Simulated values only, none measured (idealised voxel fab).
process module | voxel wiring stack
cross-section cut | 195 nm wide | cells 5 nm
A cross-section is a grid of square cells, given in bands from the top down. A band is one or more rows of cells.
Each band's line starts with the height of the band's top and of its bottom, in nm. Then come its materials from left to right, each with its width in nm. One material with "throughout" fills the band from edge to edge. "air" is empty space.
Height 0 is the level under which the wafer as received is all one material. The lowest band goes on downwards, as in "0 down".
A width such as "30 to 40" changes by the same amount from each row of cells to the next, from the band's top row to its bottom row.
"no change" after a step means that no cell of the cross-section changed.
closed voids: empty space of 8 cells or more with no open way to the top, each as width x height at its distance from the left edge, in nm
after a step's settings: what the simulator itself notes on the step
overlay nm, on a step with a mask: how far to the right of its planned place the mask lay; to the left if negative
plan
1 op RECEIVE | material Si
2 op CONFORMAL_DEP | material SiO2 | thk nm 10
3 op DIRECTIONAL_DEP | material TiN | thk nm 5
4 op DIRECTIONAL_DEP | material Ru | thk nm 20
5 op PATTERN | tone cover | mask id METAL_1 | material resist | width nm 30 | pitch nm 45 | thk nm 15 | overlay nm 0
6 op DIRECTIONAL_ETCH | etch materials Ru | depth nm 20
7 op DIRECTIONAL_ETCH | etch materials TiN | depth nm 5
8 op STRIP | etch materials resist
9 op FILL_DEP | material lowk | thk nm 10
10 op CMP | height nm 35
11 op CONFORMAL_DEP | material SiCN | thk nm 5
12 op DIRECTIONAL_DEP | material lowk | thk nm 20
13 op DIRECTIONAL_DEP | material aC | thk nm 15
14 op PATTERN | tone open | mask id PLUG_1 | material resist | width nm 15 | pitch nm 45 | thk nm 35 | overlay nm 0
15 op DIRECTIONAL_ETCH | etch materials aC | depth nm 15
16 op STRIP | etch materials resist
17 op DIRECTIONAL_ETCH | etch materials lowk | depth nm 20
18 op DIRECTIONAL_ETCH | etch materials SiCN | depth nm 5
19 op STRIP | etch materials aC
20 op CONFORMAL_DEP | material TiN | thk nm 5
21 op FILL_DEP | material Ru | thk nm 10
22 op CMP | height nm 60
23 op DIRECTIONAL_DEP | material TiN | thk nm 5
24 op DIRECTIONAL_DEP | material W | thk nm 15
25 op PATTERN | tone cover | mask id METAL_2 | material resist | width nm 30 | pitch nm 45 | thk nm 15 | overlay nm 0
26 op DIRECTIONAL_ETCH | etch materials W | depth nm 15
27 op DIRECTIONAL_ETCH | etch materials TiN | depth nm 5
28 op STRIP | etch materials resist
29 op FILL_DEP | material lowk | thk nm 10
30 op CMP | height nm 80
31 op CONFORMAL_DEP | material SiCN | thk nm 5
32 op DIRECTIONAL_DEP | material SiO2 | thk nm 35
33 op DIRECTIONAL_DEP | material aC | thk nm 10
34 op PATTERN | tone open | mask id METAL_3 | material resist | width nm 30 | pitch nm 45 | thk nm 30 | overlay nm 0
35 op DIRECTIONAL_ETCH | etch materials aC | depth nm 10
36 op STRIP | etch materials resist
37 op DIRECTIONAL_ETCH | etch materials SiO2 | depth nm 20
38 op STRIP | etch materials aC
39 op DIRECTIONAL_DEP | material aC | thk nm 15
40 op PATTERN | tone open | mask id METAL_3_HOLES | material resist | width nm 15 | pitch nm 90 | thk nm 30 | overlay nm 0
41 op DIRECTIONAL_ETCH | etch materials aC | depth nm 15
42 op STRIP | etch materials resist
43 op DIRECTIONAL_ETCH | etch materials SiO2 | depth nm 15
44 op DIRECTIONAL_ETCH | etch materials SiCN | depth nm 5
45 op STRIP | etch materials aC
46 op CONFORMAL_DEP | material TiN | thk nm 5
47 op FILL_DEP | material Ru | thk nm 5
48 op CMP | height nm 120
49 op CONFORMAL_DEP | material SiCN | thk nm 5
as received, after step 1
  0 down: Si throughout
  closed voids: none
a wafer at the end: this start, this plan, one mistake
  125 to 120: SiCN throughout
  120 to 105: SiO2 15 | TiN 5 | Ru 20 | TiN 5 | SiO2 15 | TiN 5 | Ru 20 | TiN 5 | SiO2 15 | TiN 5 | Ru 20 | TiN 5 | SiO2 15 | TiN 5 | Ru 20 | TiN 5 | SiO2 15
  105 to 100: SiO2 15 | TiN 5 | Ru 5 | TiN 20 | SiO2 15 | TiN 30 | SiO2 15 | TiN 5 | Ru 5 | TiN 20 | SiO2 15 | TiN 30 | SiO2 15
  100 to 85: SiO2 15 | TiN 5 | Ru 5 | TiN 5 | SiO2 75 | TiN 5 | Ru 5 | TiN 5 | SiO2 75
  85 to 80: SiCN 15 | TiN 15 | SiCN 75 | TiN 15 | SiCN 75
  80 to 65: lowk 20 | W 25 | lowk 20 | W 25 | lowk 20 | W 25 | lowk 20 | W 25 | lowk 15
  65 to 60: lowk 20 | TiN 25 | lowk 20 | TiN 25 | lowk 20 | TiN 25 | lowk 20 | TiN 25 | lowk 15
  60 to 40: lowk 15 | TiN 5 | Ru 5 | TiN 5 | lowk 30 | TiN 5 | Ru 5 | TiN 5 | lowk 30 | TiN 5 | Ru 5 | TiN 5 | lowk 30 | TiN 5 | Ru 5 | TiN 5 | lowk 30
  40 to 35: SiCN 15 | TiN 15 | SiCN 30 | TiN 15 | SiCN 30 | TiN 15 | SiCN 30 | TiN 15 | SiCN 30
  35 to 15: lowk 15 | Ru 30 | lowk 15 | Ru 30 | lowk 15 | Ru 30 | lowk 15 | Ru 30 | lowk 15
  15 to 10: lowk 15 | TiN 30 | lowk 15 | TiN 30 | lowk 15 | TiN 30 | lowk 15 | TiN 30 | lowk 15
  10 to 0: SiO2 throughout
  0 down: Si throughout
  closed voids: none
what went wrong: step 25 ran as: op PATTERN | tone cover | mask id METAL_2 | material resist | width nm 25 | pitch nm 45 | thk nm 15 | overlay nm 0
